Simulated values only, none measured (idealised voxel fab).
This is a process module. Its name is voxel transistor to metal.
Each square cell in cross-section cut measures 5 nm, and the section as a whole is 195 nm wide.
Cross-sections here: square-cell grids, written as top-down lists of bands, a band being one or more rows of cells. Heads up on the band format: heights come first, top then bottom, in nm. After that it's the materials left to right, each with its width in nm. A single material flagged "all across" fills the whole band edge to edge, and "blank" means there's empty space there. Heights are expressed relative to 0, this being the level below which the as-received wafer comprises one material exclusively. The lowest band is unbounded in the downward direction and is denoted as in "from 0 down". A width given as "30 to 40" starts at the first number in the band's top row and ends at the second number in its bottom row, shifting by an equal amount at every step from row to row. Take "nothing got changed" at face value: in the step it is given for, the cross-section changed in none of its cells. The entry "Enclosed cavity list" lists the empty spaces that cover at least 8 cells and have no open path to the top. Each is written as width x height at distance, where the distance is measured from the left edge and all three values are in nm. On a step's line, text after the settings is the simulator commenting on that step. For masked steps, "overlay nm" on the step line gives how far right of plan the mask actually lay; a minus sign means it lay to the left. Pairs ahead. Before: cross-section ahead of one process step. After: cross-section once the step is done, shown to the lowest changed band only. Under each pair: that step, with settings. Caution: pairs may come from different runs of this module on the same starting wafer; a pair follows the pair above only where its "Before the process" entry says so.
## Before the process
  from 35 to 30  blank (60), TiN (30), blank (10), TiN (30), blank (65)
  from 30 to 25  TiN (65), HfO2 (20), TiN (5), blank (10), TiN (5), HfO2 (20), TiN (70)
  from 25 to 20  HfO2 (70), SiN (10), HfO2 (5), TiN (5), blank (10), TiN (5), HfO2 (5), SiN (10), HfO2 (75)
  from 20 to 0  SiO2 (70), SiN (10), HfO2 (5), TiN (5), blank (10), TiN (5), HfO2 (5), SiN (10), SiO2 (75)
  from 0 to -5  SiO2 (60), pSi (10), SiN (10), HfO2 (5), TiN (20), HfO2 (5), SiN (10), pSi (10), SiO2 (65)
  from -5 to -10  SiO2 (15), SiN (15), SiO2 (30), pSi (10), SiO2 (5), HfO2 (40), SiO2 (5), pSi (10), SiO2 (30), SiN (15), SiO2 (20)
  from -10 to -15  SiO2 (15), SiN (15), SiO2 (5), pSi (35), Si (50), pSi (35), SiO2 (5), SiN (15), SiO2 (20)
  from -15 to -20  SiO2 (35), pSi (35), Si (50), pSi (35), SiO2 (40)
  from -20 to -35  SiO2 (30), Si (130), SiO2 (35)
  from -35 down  Si all across
  Enclosed cavity list: none
## Section, Post-Step
  from 45 to 35  W all across
  from 35 to 30  W (60), TiN (30), W (10), TiN (30), W (65)
  from 30 to 25  TiN (65), HfO2 (20), TiN (5), W (10), TiN (5), HfO2 (20), TiN (70)
  from 25 to 20  HfO2 (70), SiN (10), HfO2 (5), TiN (5), W (10), TiN (5), HfO2 (5), SiN (10), HfO2 (75)
  from 20 to 0  SiO2 (70), SiN (10), HfO2 (5), TiN (5), W (10), TiN (5), HfO2 (5), SiN (10), SiO2 (75)
  Nothing below the height 0 has changed.
  Enclosed cavity list: none
Here is the step that sits between the two cross-sections above: FILL_DEP | material W | thk nm 10
Before the process: the cross-section after the pair above
## Section, Post-Step
  from 20 to 0  SiO2 (70), SiN (10), HfO2 (5), TiN (5), W (10), TiN (5), HfO2 (5), SiN (10), SiO2 (75)
  Nothing below the height 0 has changed.
  Enclosed cavity list: none
Here is the step that sits between the two cross-sections above: CMP | height nm 20
Before the process: the cross-section after the pair above
## Section, Post-Step
  from 30 to 20  SiO2 all across
  Nothing below the height 20 has changed.
  Enclosed cavity list: none
Here is the step that sits between the two cross-sections above: DIRECTIONAL_DEP | material SiO2 | thk nm 10
Before the process: the cross-section after the pair above
## Section, Post-Step
  from 50 to 30  resist (40), blank (20), resist (70), blank (20), resist (45)
  Nothing below the height 30 has changed.
  Enclosed cavity list: none
Here is the step that sits between the two cross-sections above: PATTERN | tone open | mask id CONTACT | material resist | width nm 20 | pitch nm 90 | thk nm 20 | overlay nm 0
Before the process: the cross-section after the pair above
## Section, Post-Step
  from 50 to 30  resist (40), blank (20), resist (70), blank (20), resist (45)
  from 30 to 20  SiO2 (40), blank (20), SiO2 (70), blank (20), SiO2 (45)
  from 20 to 0  SiO2 (40), blank (20), SiO2 (10), SiN (10), HfO2 (5), TiN (5), W (10), TiN (5), HfO2 (5), SiN (10), SiO2 (10), blank (20), SiO2 (45)
  from 0 to -5  SiO2 (40), blank (20), pSi (10), SiN (10), HfO2 (5), TiN (20), HfO2 (5), SiN (10), pSi (10), blank (20), SiO2 (45)
  from -5 to -10  SiO2 (15), SiN (15), SiO2 (10), blank (20), pSi (10), SiO2 (5), HfO2 (40), SiO2 (5), pSi (10), blank (20), SiO2 (10), SiN (15), SiO2 (20)
  Nothing below the height -10 has changed.
  Enclosed cavity list: none
Here is the step that sits between the two cross-sections above: DIRECTIONAL_ETCH | etch materials SiO2 | depth nm 40
Before the process: the cross-section after the pair above
## Section, Post-Step
  from 30 to 20  SiO2 (40), blank (20), SiO2 (70), blank (20), SiO2 (45)
  Nothing below the height 20 has changed.
  Enclosed cavity list: none
Here is the step that sits between the two cross-sections above: STRIP | etch materials resist
Before the process: the cross-section after the pair above
## Section, Post-Step
  from 35 to 30  TiN (45), blank (10), TiN (80), blank (10), TiN (50)
  from 30 to 20  SiO2 (40), TiN (5), blank (10), TiN (5), SiO2 (70), TiN (5), blank (10), TiN (5), SiO2 (45)
  from 20 to 0  SiO2 (40), TiN (5), blank (10), TiN (5), SiO2 (10), SiN (10), HfO2 (5), TiN (5), W (10), TiN (5), HfO2 (5), SiN (10), SiO2 (10), TiN (5), blank (10), TiN (5), SiO2 (45)
  from 0 to -5  SiO2 (40), TiN (5), blank (10), TiN (5), pSi (10), SiN (10), HfO2 (5), TiN (20), HfO2 (5), SiN (10), pSi (10), TiN (5), blank (10), TiN (5), SiO2 (45)
  from -5 to -10  SiO2 (15), SiN (15), SiO2 (10), TiN (20), pSi (10), SiO2 (5), HfO2 (40), SiO2 (5), pSi (10), TiN (20), SiO2 (10), SiN (15), SiO2 (20)
  Nothing below the height -10 has changed.
  Enclosed cavity list: none
Here is the step that sits between the two cross-sections above: CONFORMAL_DEP | material TiN | thk nm 5
Before the process: the cross-section after the pair above
## Section, Post-Step
  from 45 to 35  W all across
  from 35 to 30  TiN (45), W (10), TiN (80), W (10), TiN (50)
  from 30 to 20  SiO2 (40), TiN (5), W (10), TiN (5), SiO2 (70), TiN (5), W (10), TiN (5), SiO2 (45)
  from 20 to 0  SiO2 (40), TiN (5), W (10), TiN (5), SiO2 (10), SiN (10), HfO2 (5), TiN (5), W (10), TiN (5), HfO2 (5), SiN (10), SiO2 (10), TiN (5), W (10), TiN (5), SiO2 (45)
  from 0 to -5  SiO2 (40), TiN (5), W (10), TiN (5), pSi (10), SiN (10), HfO2 (5), TiN (20), HfO2 (5), SiN (10), pSi (10), TiN (5), W (10), TiN (5), SiO2 (45)
  Nothing below the height -5 has changed.
  Enclosed cavity list: none
Here is the step that sits between the two cross-sections above: FILL_DEP | material W | thk nm 10
Before the process: the cross-section after the pair above
## Section, Post-Step
  from 30 to 20  SiO2 (40), TiN (5), W (10), TiN (5), SiO2 (70), TiN (5), W (10), TiN (5), SiO2 (45)
  Nothing below the height 20 has changed.
  Enclosed cavity list: none
Here is the step that sits between the two cross-sections above: CMP | height nm 30
Before the process: the cross-section after the pair above
## Section, Post-Step
  from 35 to 30  TiN all across
  Nothing below the height 30 has changed.
  Enclosed cavity list: none
Here is the step that sits between the two cross-sections above: DIRECTIONAL_DEP | material TiN | thk nm 5
Before the process: the cross-section after the pair above
## Section, Post-Step
  from 60 to 35  Ru all across
  Nothing below the height 35 has changed.
  Enclosed cavity list: none
Here is the step that sits between the two cross-sections above: DIRECTIONAL_DEP | material Ru | thk nm 25
Before the process: the cross-section after the pair above
## Section, Post-Step
  from 60 to 35  blank (40), Ru (20), blank (70), Ru (20), blank (45)
  Nothing below the height 35 has changed.
  Enclosed cavity list: none
Here is the step that sits between the two cross-sections above: MASKED_ETCH | tone cover | mask id METAL_1 | width nm 20 | pitch nm 90 | etch materials Ru | depth nm 25 | overlay nm 0
Before the process: the cross-section after the pair above
## Section, Post-Step
  from 60 to 35  blank (40), Ru (20), blank (70), Ru (20), blank (45)
  from 35 to 30  blank (40), TiN (20), blank (70), TiN (20), blank (45)
  Nothing below the height 30 has changed.
  Enclosed cavity list: none
Here is the step that sits between the two cross-sections above: MASKED_ETCH | tone cover | mask id METAL_1 | width nm 20 | pitch nm 90 | etch materials TiN | depth nm 5 | overlay nm 0
Before the process: the cross-section after the pair above
## Section, Post-Step
  from 65 to 60  blank (35), SiN (30), blank (60), SiN (30), blank (40)
  from 60 to 35  blank (35), SiN (5), Ru (20), SiN (5), blank (60), SiN (5), Ru (20), SiN (5), blank (40)
  from 35 to 30  SiN (40), TiN (20), SiN (70), TiN (20), SiN (45)
  Nothing below the height 30 has changed.
  Enclosed cavity list: none
Here is the step that sits between the two cross-sections above: CONFORMAL_DEP | material SiN | thk nm 5
Before the process: the cross-section after the pair above
## Section, Post-Step
  from 70 to 65  SiO2 all across
  from 65 to 60  SiO2 (35), SiN (30), SiO2 (60), SiN (30), SiO2 (40)
  from 60 to 35  SiO2 (35), SiN (5), Ru (20), SiN (5), SiO2 (60), SiN (5), Ru (20), SiN (5), SiO2 (40)
  Nothing below the height 35 has changed.
  Enclosed cavity list: none
Here is the step that sits between the two cross-sections above: FILL_DEP | material SiO2 | thk nm 5
Before the process: the cross-section after the pair above
## Section, Post-Step
  from 60 to 35  SiO2 (35), SiN (5), Ru (20), SiN (5), SiO2 (60), SiN (5), Ru (20), SiN (5), SiO2 (40)
  Nothing below the height 35 has changed.
  Enclosed cavity list: none
Here is the step that sits between the two cross-sections above: CMP | height nm 60
Before the process: the cross-section after the pair above
## Section, Post-Step
  from 65 to 60  SiCN all across
  Nothing below the height 60 has changed.
  Enclosed cavity list: none
Here is the step that sits between the two cross-sections above: CONFORMAL_DEP | material SiCN | thk nm 5
## Before the process
  from 35 to 25  blank (70), SiN (10), SiCN (30), SiN (10), blank (75)
  from 25 to -5  blank (70), SiN (10), polySi (30), SiN (10), blank (75)
  from -5 to -10  blank (70), SiO2 (50), blank (75)
  from -10 to -20  SiO2 (30), blank (40), Si (50), blank (40), SiO2 (35)
  from -20 to -35  SiO2 (30), Si (130), SiO2 (35)
  from -35 down  Si all across
  Enclosed cavity list: none
## Section, Post-Step
  from 35 to 25  blank (70), SiN (10), SiCN (30), SiN (10), blank (75)
  from 25 to 5  blank (70), SiN (10), polySi (30), SiN (10), blank (75)
  from 5 to -5  blank (55), pSi (15), SiN (10), polySi (30), SiN (10), pSi (15), blank (60)
  from -5 to -10  blank (25), pSi (45), SiO2 (50), pSi (45), blank (30)
  from -10 to -20  SiO2 (30), pSi (40), Si (50), pSi (40), SiO2 (35)
  Nothing below the height -20 has changed.
  Enclosed cavity list: none
Here is the step that sits between the two cross-sections above: EPI | material pSi | thk nm 15
Before the process: the cross-section after the pair above
## Section, Post-Step
  from 45 to 35  SiO2 all across
  from 35 to 25  SiO2 (70), SiN (10), SiCN (30), SiN (10), SiO2 (75)
  from 25 to 5  SiO2 (70), SiN (10), polySi (30), SiN (10), SiO2 (75)
  from 5 to -5  SiO2 (55), pSi (15), SiN (10), polySi (30), SiN (10), pSi (15), SiO2 (60)
  from -5 to -10  SiO2 (25), pSi (45), SiO2 (50), pSi (45), SiO2 (30)
  Nothing below the height -10 has changed.
  Enclosed cavity list: none
Here is the step that sits between the two cross-sections above: FILL_DEP | material SiO2 | thk nm 10
Before the process: the cross-section after the pair above
## Section, Post-Step
  from 25 to 5  SiO2 (70), SiN (10), polySi (30), SiN (10), SiO2 (75)
  Nothing below the height 5 has changed.
  Enclosed cavity list: none
Here is the step that sits between the two cross-sections above: CMP | height nm 25
Before the process: the cross-section after the pair above
## Section, Post-Step
  from 25 to 5  SiO2 (70), SiN (10), blank (30), SiN (10), SiO2 (75)
  from 5 to -5  SiO2 (55), pSi (15), SiN (10), blank (30), SiN (10), pSi (15), SiO2 (60)
  Nothing below the height -5 has changed.
  Enclosed cavity list: none
Here is the step that sits between the two cross-sections above: STRIP | etch materials polySi
Before the process: the cross-section after the pair above
## Section, Post-Step
  from 25 to 20  blank (70), SiN (10), blank (30), SiN (10), blank (75)
  from 20 to 5  SiO2 (70), SiN (10), blank (30), SiN (10), SiO2 (75)
  from 5 to -5  SiO2 (55), pSi (15), SiN (10), blank (30), SiN (10), pSi (15), SiO2 (60)
  from -5 to -10  SiO2 (25), pSi (45), SiO2 (5), blank (40), SiO2 (5), pSi (45), SiO2 (30)
  Nothing below the height -10 has changed.
  Enclosed cavity list: none
Here is the step that sits between the two cross-sections above: SELECTIVE_ETCH | etch materials SiO2 | depth nm 5
Before the process: the cross-section after the pair above
## Section, Post-Step
  from 30 to 25  blank (65), HfO2 (20), blank (20), HfO2 (20), blank (70)
  from 25 to 20  HfO2 (70), SiN (10), HfO2 (5), blank (20), HfO2 (5), SiN (10), HfO2 (75)
  from 20 to 5  SiO2 (70), SiN (10), HfO2 (5), blank (20), HfO2 (5), SiN (10), SiO2 (75)
  from 5 to -5  SiO2 (55), pSi (15), SiN (10), HfO2 (5), blank (20), HfO2 (5), SiN (10), pSi (15), SiO2 (60)
  from -5 to -10  SiO2 (25), pSi (45), SiO2 (5), HfO2 (40), SiO2 (5), pSi (45), SiO2 (30)
  Nothing below the height -10 has changed.
  Enclosed cavity list: none
Here is the step that sits between the two cross-sections above: CONFORMAL_DEP | material HfO2 | thk nm 5
Before the process: the cross-section after the pair above
## Section, Post-Step
  from 35 to 30  blank (60), TiN (30), blank (10), TiN (30), blank (65)
  from 30 to 25  TiN (65), HfO2 (20), TiN (5), blank (10), TiN (5), HfO2 (20), TiN (70)
  from 25 to 20  HfO2 (70), SiN (10), HfO2 (5), TiN (5), blank (10), TiN (5), HfO2 (5), SiN (10), HfO2 (75)
  from 20 to 5  SiO2 (70), SiN (10), HfO2 (5), TiN (5), blank (10), TiN (5), HfO2 (5), SiN (10), SiO2 (75)
  from 5 to 0  SiO2 (55), pSi (15), SiN (10), HfO2 (5), TiN (5), blank (10), TiN (5), HfO2 (5), SiN (10), pSi (15), SiO2 (60)
  from 0 to -5  SiO2 (55), pSi (15), SiN (10), HfO2 (5), TiN (20), HfO2 (5), SiN (10), pSi (15), SiO2 (60)
  Nothing below the height -5 has changed.
  Enclosed cavity list: none
Here is the step that sits between the two cross-sections above: CONFORMAL_DEP | material TiN | thk nm 5
Before the process: the cross-section after the pair above
## Section, Post-Step
  from 45 to 35  W all across
  from 35 to 30  W (60), TiN (30), W (10), TiN (30), W (65)
  from 30 to 25  TiN (65), HfO2 (20), TiN (5), W (10), TiN (5), HfO2 (20), TiN (70)
  from 25 to 20  HfO2 (70), SiN (10), HfO2 (5), TiN (5), W (10), TiN (5), HfO2 (5), SiN (10), HfO2 (75)
  from 20 to 5  SiO2 (70), SiN (10), HfO2 (5), TiN (5), W (10), TiN (5), HfO2 (5), SiN (10), SiO2 (75)
  from 5 to 0  SiO2 (55), pSi (15), SiN (10), HfO2 (5), TiN (5), W (10), TiN (5), HfO2 (5), SiN (10), pSi (15), SiO2 (60)
  Nothing below the height 0 has changed.
  Enclosed cavity list: none
Here is the step that sits between the two cross-sections above: FILL_DEP | material W | thk nm 10
Before the process: the cross-section after the pair above
## Section, Post-Step
  from 20 to 5  SiO2 (70), SiN (10), HfO2 (5), TiN (5), W (10), TiN (5), HfO2 (5), SiN (10), SiO2 (75)
  Nothing below the height 5 has changed.
  Enclosed cavity list: none
Here is the step that sits between the two cross-sections above: CMP | height nm 20
Before the process: the cross-section after the pair above
## Section, Post-Step
  from 30 to 20  SiO2 all across
  Nothing below the height 20 has changed.
  Enclosed cavity list: none
Here is the step that sits between the two cross-sections above: DIRECTIONAL_DEP | material SiO2 | thk nm 10
Before the process: the cross-section after the pair above
## Section, Post-Step
  from 50 to 30  resist (40), blank (20), resist (70), blank (20), resist (45)
  Nothing below the height 30 has changed.
  Enclosed cavity list: none
Here is the step that sits between the two cross-sections above: PATTERN | tone open | mask id CONTACT | material resist | width nm 20 | pitch nm 90 | thk nm 20 | overlay nm 0
Before the process: the cross-section after the pair above
## Section, Post-Step
  from 50 to 30  resist (40), blank (20), resist (70), blank (20), resist (45)
  from 30 to 20  SiO2 (40), blank (20), SiO2 (70), blank (20), SiO2 (45)
  from 20 to 5  SiO2 (40), blank (20), SiO2 (10), SiN (10), HfO2 (5), TiN (5), W (10), TiN (5), HfO2 (5), SiN (10), SiO2 (10), blank (20), SiO2 (45)
  from 5 to 0  SiO2 (40), blank (15), pSi (15), SiN (10), HfO2 (5), TiN (5), W (10), TiN (5), HfO2 (5), SiN (10), pSi (15), blank (15), SiO2 (45)
  from 0 to -5  SiO2 (40), blank (15), pSi (15), SiN (10), HfO2 (5), TiN (20), HfO2 (5), SiN (10), pSi (15), blank (15), SiO2 (45)
  Nothing below the height -5 has changed.
  Enclosed cavity list: none
Here is the step that sits between the two cross-sections above: DIRECTIONAL_ETCH | etch materials SiO2 | depth nm 40
Before the process: the cross-section after the pair above
## Section, Post-Step
  from 30 to 20  SiO2 (40), blank (20), SiO2 (70), blank (20), SiO2 (45)
  Nothing below the height 20 has changed.
  Enclosed cavity list: none
Here is the step that sits between the two cross-sections above: STRIP | etch materials resist
Before the process: the cross-section after the pair above
## Section, Post-Step
  from 35 to 30  TiN (45), blank (10), TiN (80), blank (10), TiN (50)
  from 30 to 20  SiO2 (40), TiN (5), blank (10), TiN (5), SiO2 (70), TiN (5), blank (10), TiN (5), SiO2 (45)
  from 20 to 10  SiO2 (40), TiN (5), blank (10), TiN (5), SiO2 (10), SiN (10), HfO2 (5), TiN (5), W (10), TiN (5), HfO2 (5), SiN (10), SiO2 (10), TiN (5), blank (10), TiN (5), SiO2 (45)
  from 10 to 5  SiO2 (40), TiN (5), blank (5), TiN (10), SiO2 (10), SiN (10), HfO2 (5), TiN (5), W (10), TiN (5), HfO2 (5), SiN (10), SiO2 (10), TiN (10), blank (5), TiN (5), SiO2 (45)
  from 5 to 0  SiO2 (40), TiN (5), blank (5), TiN (5), pSi (15), SiN (10), HfO2 (5), TiN (5), W (10), TiN (5), HfO2 (5), SiN (10), pSi (15), TiN (5), blank (5), TiN (5), SiO2 (45)
  from 0 to -5  SiO2 (40), TiN (15), pSi (15), SiN (10), HfO2 (5), TiN (20), HfO2 (5), SiN (10), pSi (15), TiN (15), SiO2 (45)
  Nothing below the height -5 has changed.
  Enclosed cavity list: none
Here is the step that sits between the two cross-sections above: CONFORMAL_DEP | material TiN | thk nm 5
Before the process: the cross-section after the pair above
## Section, Post-Step
  from 45 to 35  W all across
  from 35 to 30  TiN (45), W (10), TiN (80), W (10), TiN (50)
  from 30 to 20  SiO2 (40), TiN (5), W (10), TiN (5), SiO2 (70), TiN (5), W (10), TiN (5), SiO2 (45)
  from 20 to 10  SiO2 (40), TiN (5), W (10), TiN (5), SiO2 (10), SiN (10), HfO2 (5), TiN (5), W (10), TiN (5), HfO2 (5), SiN (10), SiO2 (10), TiN (5), W (10), TiN (5), SiO2 (45)
  from 10 to 5  SiO2 (40), TiN (5), W (5), TiN (10), SiO2 (10), SiN (10), HfO2 (5), TiN (5), W (10), TiN (5), HfO2 (5), SiN (10), SiO2 (10), TiN (10), W (5), TiN (5), SiO2 (45)
  from 5 to 0  SiO2 (40), TiN (5), W (5), TiN (5), pSi (15), SiN (10), HfO2 (5), TiN (5), W (10), TiN (5), HfO2 (5), SiN (10), pSi (15), TiN (5), W (5), TiN (5), SiO2 (45)
  Nothing below the height 0 has changed.
  Enclosed cavity list: none
Here is the step that sits between the two cross-sections above: FILL_DEP | material W | thk nm 10
Before the process: the cross-section after the pair above
## Section, Post-Step
  from 30 to 20  SiO2 (40), TiN (5), W (10), TiN (5), SiO2 (70), TiN (5), W (10), TiN (5), SiO2 (45)
  Nothing below the height 20 has changed.
  Enclosed cavity list: none
Here is the step that sits between the two cross-sections above: CMP | height nm 30
Before the process: the cross-section after the pair above
## Section, Post-Step
  from 35 to 30  TiN all across
  Nothing below the height 30 has changed.
  Enclosed cavity list: none
Here is the step that sits between the two cross-sections above: DIRECTIONAL_DEP | material TiN | thk nm 5
Before the process: the cross-section after the pair above
## Section, Post-Step
  from 60 to 35  Ru all across
  Nothing below the height 35 has changed.
  Enclosed cavity list: none
Here is the step that sits between the two cross-sections above: DIRECTIONAL_DEP | material Ru | thk nm 25
Before the process: the cross-section after the pair above
## Section, Post-Step
  from 60 to 35  blank (40), Ru (20), blank (70), Ru (20), blank (45)
  Nothing below the height 35 has changed.
  Enclosed cavity list: none
Here is the step that sits between the two cross-sections above: MASKED_ETCH | tone cover | mask id METAL_1 | width nm 20 | pitch nm 90 | etch materials Ru | depth nm 25 | overlay nm 0
Before the process: the cross-section after the pair above
## Section, Post-Step
  from 60 to 35  blank (40), Ru (20), blank (70), Ru (20), blank (45)
  from 35 to 30  blank (40), TiN (20), blank (70), TiN (20), blank (45)
  Nothing below the height 30 has changed.
  Enclosed cavity list: none
Here is the step that sits between the two cross-sections above: MASKED_ETCH | tone cover | mask id METAL_1 | width nm 20 | pitch nm 90 | etch materials TiN | depth nm 5 | overlay nm 0
Before the process: the cross-section after the pair above
## Section, Post-Step
  from 65 to 60  blank (35), SiN (30), blank (60), SiN (30), blank (40)
  from 60 to 35  blank (35), SiN (5), Ru (20), SiN (5), blank (60), SiN (5), Ru (20), SiN (5), blank (40)
  from 35 to 30  SiN (40), TiN (20), SiN (70), TiN (20), SiN (45)
  Nothing below the height 30 has changed.
  Enclosed cavity list: none
Here is the step that sits between the two cross-sections above: CONFORMAL_DEP | material SiN | thk nm 5
Before the process: the cross-section after the pair above
## Section, Post-Step
  from 70 to 65  SiO2 all across
  from 65 to 60  SiO2 (35), SiN (30), SiO2 (60), SiN (30), SiO2 (40)
  from 60 to 35  SiO2 (35), SiN (5), Ru (20), SiN (5), SiO2 (60), SiN (5), Ru (20), SiN (5), SiO2 (40)
  Nothing below the height 35 has changed.
  Enclosed cavity list: none
Here is the step that sits between the two cross-sections above: FILL_DEP | material SiO2 | thk nm 5
Before the process: the cross-section after the pair above
## Section, Post-Step
  from 60 to 35  SiO2 (35), SiN (5), Ru (20), SiN (5), SiO2 (60), SiN (5), Ru (20), SiN (5), SiO2 (40)
  Nothing below the height 35 has changed.
  Enclosed cavity list: none
Here is the step that sits between the two cross-sections above: CMP | height nm 60
Before the process: the cross-section after the pair above
## Section, Post-Step
  from 65 to 60  SiCN all across
  Nothing below the height 60 has changed.
  Enclosed cavity list: none
Here is the step that sits between the two cross-sections above: CONFORMAL_DEP | material SiCN | thk nm 5
## Before the process
  from 25 to 10  aC all across
  from 10 to 0  SiN all across
  from 0 to -5  SiO2 all across
  from -5 down  Si all across
  Enclosed cavity list: none
## Section, Post-Step
  from 55 to 25  blank (35), resist (120), blank (40)
  Nothing below the height 25 has changed.
  Enclosed cavity list: none
Here is the step that sits between the two cross-sections above: PATTERN | tone cover | mask id ACTIVE | material resist | width nm 120 | thk nm 30 | overlay nm 0
Before the process: the cross-section after the pair above
## Section, Post-Step
  from 40 to 25  blank (35), resist (120), blank (40)
  from 25 to 10  blank (35), aC (120), blank (40)
  Nothing below the height 10 has changed.
  Enclosed cavity list: none
Here is the step that sits between the two cross-sections above: DIRECTIONAL_ETCH | etch materials aC | depth nm 15
Before the process: the cross-section after the pair above
## Section, Post-Step
  from 25 to 10  blank (35), aC (120), blank (40)
  Nothing below the height 10 has changed.
  Enclosed cavity list: none
Here is the step that sits between the two cross-sections above: STRIP | etch materials resist
Before the process: the cross-section after the pair above
## Section, Post-Step
  from 25 to 10  blank (35), aC (120), blank (40)
  from 10 to 0  blank (35), SiN (120), blank (40)
  Nothing below the height 0 has changed.
  Enclosed cavity list: none
Here is the step that sits between the two cross-sections above: DIRECTIONAL_ETCH | etch materials SiN | depth nm 10
Before the process: the cross-section after the pair above
## Section, Post-Step
  from 25 to 10  blank (35), aC (120), blank (40)
  from 10 to 0  blank (35), SiN (120), blank (40)
  from 0 to -5  blank (35), SiO2 (120), blank (40)
  Nothing below the height -5 has changed.
  Enclosed cavity list: none
Here is the step that sits between the two cross-sections above: DIRECTIONAL_ETCH | etch materials SiO2 | depth nm 5
Before the process: the cross-section after the pair above
## Section, Post-Step
  from 25 to 10  blank (35), aC (120), blank (40)
  from 10 to 0  blank (35), SiN (120), blank (40)
  from 0 to -5  blank (35), SiO2 (120), blank (40)
  from -5 to -35  blank (35), Si (120), blank (40)
  Nothing below the height -35 has changed.
  Enclosed cavity list: none
Here is the step that sits between the two cross-sections above: DIRECTIONAL_ETCH | etch materials Si | depth nm 30
Before the process: the cross-section after the pair above
## Section, Post-Step
  from 10 to 0  blank (35), SiN (120), blank (40)
  Nothing below the height 0 has changed.
  Enclosed cavity list: none
Here is the step that sits between the two cross-sections above: STRIP | etch materials aC
Before the process: the cross-section after the pair above
## Section, Post-Step
  from 15 to 10  SiO2 all across
  from 10 to 0  SiO2 (35), SiN (120), SiO2 (40)
  from 0 to -5  SiO2 all across
  from -5 to -35  SiO2 (35), Si (120), SiO2 (40)
  Nothing below the height -35 has changed.
  Enclosed cavity list: none
Here is the step that sits between the two cross-sections above: FILL_DEP | material SiO2 | thk nm 5
Before the process: the cross-section after the pair above
## Section, Post-Step
  from 10 to 0  SiO2 (35), SiN (120), SiO2 (40)
  Nothing below the height 0 has changed.
  Enclosed cavity list: none
Here is the step that sits between the two cross-sections above: CMP | height nm 10
Before the process: the cross-section after the pair above
## Section, Post-Step
  from 10 to 0  blank (35), SiN (120), blank (40)
  Nothing below the height 0 has changed.
  Enclosed cavity list: none
Here is the step that sits between the two cross-sections above: SELECTIVE_ETCH | etch materials SiO2 | depth nm 10
Before the process: the cross-section after the pair above
## Section, Post-Step
  from 0 to -5  SiO2 all across
  Nothing below the height -5 has changed.
  Enclosed cavity list: none
Here is the step that sits between the two cross-sections above: STRIP | etch materials SiN
Before the process: the cross-section after the pair above
## Section, Post-Step
  from -5 to -35  SiO2 (35), Si (120), SiO2 (40)
  Nothing below the height -35 has changed.
  Enclosed cavity list: none
Here is the step that sits between the two cross-sections above: SELECTIVE_ETCH | etch materials SiO2 | depth nm 5
Before the process: the cross-section after the pair above
## Section, Post-Step
  from -5 to -10  SiO2 all across
  Nothing below the height -10 has changed.
  Enclosed cavity list: none
Here is the step that sits between the two cross-sections above: OXIDIZE | depth nm 5
Before the process: the cross-section after the pair above
## Section, Post-Step
  from 25 to -5  polySi all across
  Nothing below the height -5 has changed.
  Enclosed cavity list: none
Here is the step that sits between the two cross-sections above: DIRECTIONAL_DEP | material polySi | thk nm 30
Before the process: the cross-section after the pair above
## Section, Post-Step
  from 35 to 25  SiCN all across
  Nothing below the height 25 has changed.
  Enclosed cavity list: none
Here is the step that sits between the two cross-sections above: DIRECTIONAL_DEP | material SiCN | thk nm 10
Before the process: the cross-section after the pair above
## Section, Post-Step
  from 50 to 35  aC all across
  Nothing below the height 35 has changed.
  Enclosed cavity list: none
Here is the step that sits between the two cross-sections above: DIRECTIONAL_DEP | material aC | thk nm 15
Before the process: the cross-section after the pair above
## Section, Post-Step
  from 80 to 50  blank (80), resist (30), blank (85)
  Nothing below the height 50 has changed.
  Enclosed cavity list: none
Here is the step that sits between the two cross-sections above: PATTERN | tone cover | mask id GATE | material resist | width nm 30 | thk nm 30 | overlay nm 0
Before the process: the cross-section after the pair above
## Section, Post-Step
  from 65 to 50  blank (80), resist (30), blank (85)
  from 50 to 35  blank (80), aC (30), blank (85)
  Nothing below the height 35 has changed.
  Enclosed cavity list: none
Here is the step that sits between the two cross-sections above: DIRECTIONAL_ETCH | etch materials aC | depth nm 15
Before the process: the cross-section after the pair above
## Section, Post-Step
  from 50 to 35  blank (80), aC (30), blank (85)
  Nothing below the height 35 has changed.
  Enclosed cavity list: none
Here is the step that sits between the two cross-sections above: STRIP | etch materials resist
Before the process: the cross-section after the pair above
## Section, Post-Step
  from 50 to 35  blank (80), aC (30), blank (85)
  from 35 to 25  blank (80), SiCN (30), blank (85)
  Nothing below the height 25 has changed.
  Enclosed cavity list: none
Here is the step that sits between the two cross-sections above: DIRECTIONAL_ETCH | etch materials SiCN | depth nm 20
Before the process: the cross-section after the pair above
## Section, Post-Step
  from 50 to 35  blank (80), aC (30), blank (85)
  from 35 to 25  blank (80), SiCN (30), blank (85)
  from 25 to -5  blank (80), polySi (30), blank (85)
  Nothing below the height -5 has changed.
  Enclosed cavity list: none
Here is the step that sits between the two cross-sections above: DIRECTIONAL_ETCH | etch materials polySi | depth nm 40
Before the process: the cross-section after the pair above
## Section, Post-Step
  from 35 to 25  blank (80), SiCN (30), blank (85)
  Nothing below the height 25 has changed.
  Enclosed cavity list: none
Here is the step that sits between the two cross-sections above: STRIP | etch materials aC
Before the process: the cross-section after the pair above
## Section, Post-Step
  from 45 to 35  blank (70), SiN (50), blank (75)
  from 35 to 25  blank (70), SiN (10), SiCN (30), SiN (10), blank (75)
  from 25 to 5  blank (70), SiN (10), polySi (30), SiN (10), blank (75)
  from 5 to -5  SiN (80), polySi (30), SiN (85)
  Nothing below the height -5 has changed.
  Enclosed cavity list: none
Here is the step that sits between the two cross-sections above: CONFORMAL_DEP | material SiN | thk nm 10
Before the process: the cross-section after the pair above
## Section, Post-Step
  from 35 to 25  blank (70), SiN (10), SiCN (30), SiN (10), blank (75)
  from 25 to -5  blank (70), SiN (10), polySi (30), SiN (10), blank (75)
  Nothing below the height -5 has changed.
  Enclosed cavity list: none
Here is the step that sits between the two cross-sections above: DIRECTIONAL_ETCH | etch materials SiN | depth nm 10
Before the process: the cross-section after the pair above
## Section, Post-Step
  from 35 to 25  blank (70), SiN (10), SiCN (30), SiN (10), blank (75)
  from 25 to -5  blank (70), SiN (10), polySi (30), SiN (10), blank (75)
  from -5 to -10  blank (70), SiO2 (50), blank (75)
  Nothing below the height -10 has changed.
  Enclosed cavity list: none
Here is the step that sits between the two cross-sections above: DIRECTIONAL_ETCH | etch materials SiO2 | depth nm 5
